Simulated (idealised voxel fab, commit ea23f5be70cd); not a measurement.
A process module follows: voxel self aligned vias.
Section cut is 175 nm wide and gridded with 5 nm square cells.
Cross-section spec: square-cell grid; bands listed top down; each band is one or more rows. Look at the band entry: it leads with the top's height and the bottom's height in nm. Then it lists the materials left to right, with a width in nm for each. The word "throughout" on a single material says that material fills the band edge to edge. The word "blank" is empty space. Measure heights from 0. That's the level where, below it, the as-received wafer is all one material. The lowest band is bottomless and extends downward; write it as in "0..down". Width spec "30 to 40" -> top row of cells at first value, bottom row at second value, equal per-row change in between. No cell of the cross-section changed in a step that is given as "remained the same". Listed in "Unvented internal voids": every empty space of 8 or more cells without an open way to the top. Form: width x height at distance, the distance being from the left edge, all in nm. Step line, after settings: the simulator's comment on this step. "overlay nm", when on a step's line for a step with a mask, measures how far to the right of its planned place the mask lay; a negative measure means to the left.
# The following list gives the planned process steps
- 1: RECEIVE (material Si)
- 2: CONFORMAL_DEP (material SiO2; thk nm 10)
- 3: CONFORMAL_DEP (material SiCN; thk nm 5)
- 4: DIRECTIONAL_DEP (material lowk; thk nm 25)
- 5: MASKED_ETCH (tone open; mask id LINES; width nm 30; pitch nm 75; etch materials lowk; depth nm 25; overlay nm -15)
- 6: CONFORMAL_DEP (material TiN; thk nm 5)
- 7: FILL_DEP (material Ru; thk nm 10)
- 8: CMP (height nm 40)
- 9: SELECTIVE_ETCH (etch materials W Ru TiN; depth nm 10)
- 10: FILL_DEP (material SiN; thk nm 10)
- 11: CMP (height nm 40)
- 12: DIRECTIONAL_DEP (material lowk; thk nm 20)
- 13: MASKED_ETCH (tone open; mask id VIAS; width nm 50; etch materials lowk; depth nm 20; overlay nm 0)
- 14: MASKED_ETCH (tone open; mask id VIAS; width nm 50; etch materials SiN; depth nm 10; overlay nm 0)
- 15: CONFORMAL_DEP (material TiN; thk nm 5)
- 16: FILL_DEP (material Cu; thk nm 5)
- 17: CMP (height nm 60)
- 18: CONFORMAL_DEP (material SiN; thk nm 5)
Among the wafers covered here, the point of difference is the overlay nm at step 5; their starting state is shared, and the plan presents the value of the first wafer.
# The first of several wafers, as received after step 1, seen in section
  0..down | Si throughout
  Unvented internal voids: none
# First of several wafers: cross-section at the end of the module, after step 18, its last step
  65..60 | SiN throughout
  60..45 | lowk: 25  TiN: 5  Cu: 40  TiN: 5  lowk: 100
  45..40 | lowk: 25  TiN: 5  Cu: 15  TiN: 30  lowk: 100
  40..35 | lowk: 20  SiN: 5  TiN: 5  Cu: 15  TiN: 5  lowk: 45  SiN: 30  lowk: 50
  35..30 | lowk: 20  SiN: 5  TiN: 25  lowk: 45  SiN: 30  lowk: 50
  30..20 | lowk: 20  TiN: 5  Ru: 20  TiN: 5  lowk: 45  TiN: 5  Ru: 20  TiN: 5  lowk: 50
  20..15 | lowk: 20  TiN: 30  lowk: 45  TiN: 30  lowk: 50
  15..10 | SiCN throughout
  10..0 | SiO2 throughout
  0..down | Si throughout
  Unvented internal voids: none
# Here's the last wafer cross-sectioned at the end of the module
  65..60 | SiN throughout
  60..45 | lowk: 25  TiN: 5  Cu: 40  TiN: 5  lowk: 100
  45..40 | lowk: 25  TiN: 30  Cu: 15  TiN: 5  lowk: 100
  40..35 | lowk: 50  TiN: 5  Cu: 15  TiN: 5  SiN: 5  lowk: 45  SiN: 30  lowk: 20
  35..30 | lowk: 50  TiN: 25  SiN: 5  lowk: 45  SiN: 30  lowk: 20
  30..20 | lowk: 50  TiN: 5  Ru: 20  TiN: 5  lowk: 45  TiN: 5  Ru: 20  TiN: 5  lowk: 20
  20..15 | lowk: 50  TiN: 30  lowk: 45  TiN: 30  lowk: 20
  15..10 | SiCN throughout
  10..0 | SiO2 throughout
  0..down | Si throughout
  Unvented internal voids: none
# Below: a row per wafer. Contents at end of module: for every material, cells gained since receipt (+) or lost since receipt (-); then closed voids
overlay nm -15, +30 Cu, +16 Ru, +35 SiCN, +49 SiN, +70 SiO2, +40 TiN, +215 lowk, Unvented internal voids: none
overlay nm -10, +32 Cu, +16 Ru, +35 SiCN, +47 SiN, +70 SiO2, +40 TiN, +215 lowk, Unvented internal voids: none
overlay nm -5, +32 Cu, +16 Ru, +35 SiCN, +47 SiN, +70 SiO2, +40 TiN, +215 lowk, Unvented internal voids: none
overlay nm 0, +32 Cu, +16 Ru, +35 SiCN, +47 SiN, +70 SiO2, +40 TiN, +215 lowk, Unvented internal voids: none
overlay nm 5, +32 Cu, +16 Ru, +35 SiCN, +47 SiN, +70 SiO2, +40 TiN, +215 lowk, Unvented internal voids: none
overlay nm 10, +32 Cu, +16 Ru, +35 SiCN, +47 SiN, +70 SiO2, +40 TiN, +215 lowk, Unvented internal voids: none
overlay nm 15, +30 Cu, +16 Ru, +35 SiCN, +49 SiN, +70 SiO2, +40 TiN, +215 lowk, Unvented internal voids: none
